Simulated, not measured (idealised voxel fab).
process module | voxel double patterning
cross-section cut | 285 nm wide | cells 5 nm
A cross-section is a grid of square cells, given in bands from the top down. A band is one or more rows of cells.
Each band's line starts with the height of the band's top and of its bottom, in nm. Then come its materials from left to right, each with its width in nm. One material with "throughout" fills the band from edge to edge. "air" is empty space.
Height 0 is the level under which the wafer as received is all one material. The lowest band goes on downwards, as in "0 down".
A width such as "30 to 40" changes by the same amount from each row of cells to the next, from the band's top row to its bottom row.
"no change" after a step means that no cell of the cross-section changed.
closed voids: empty space of 8 cells or more with no open way to the top, each as width x height at its distance from the left edge, in nm
after a step's settings: what the simulator itself notes on the step
overlay nm, on a step with a mask: how far to the right of its planned place the mask lay; to the left if negative
plan
1 op RECEIVE | material Si
2 op CONFORMAL_DEP | material SiO2 | thk nm 5
3 op DIRECTIONAL_DEP | material W | thk nm 10
4 op DIRECTIONAL_DEP | material SiCN | thk nm 10
5 op MASKED_ETCH | tone open | mask id FIRST | width nm 15 | pitch nm 50 | etch materials SiCN | depth nm 10 | overlay nm 0
6 op DIRECTIONAL_DEP | material aC | thk nm 15
7 op PATTERN | tone open | mask id SECOND | material resist | width nm 15 | thk nm 30 | overlay nm 0
8 op DIRECTIONAL_ETCH | etch materials aC | depth nm 15
9 op STRIP | etch materials resist
10 op DIRECTIONAL_ETCH | etch materials SiCN | depth nm 10
11 op STRIP | etch materials aC
12 op DIRECTIONAL_ETCH | etch materials W | depth nm 10
13 op STRIP | etch materials SiCN
varied across the wafers: thk nm of step 2. The plan shows the first wafer's value. All wafers start alike
first wafer as received, after step 1
  0 down: Si throughout
  closed voids: none
each wafer at the end: cells of each material gained (+) or lost (-) since it was received, then its closed voids
thk nm 5 | +57 SiO2 | +96 W | closed voids: none
thk nm 10 | +114 SiO2 | +96 W | closed voids: none
thk nm 15 | +171 SiO2 | +96 W | closed voids: none
thk nm 20 | +228 SiO2 | +96 W | closed voids: none
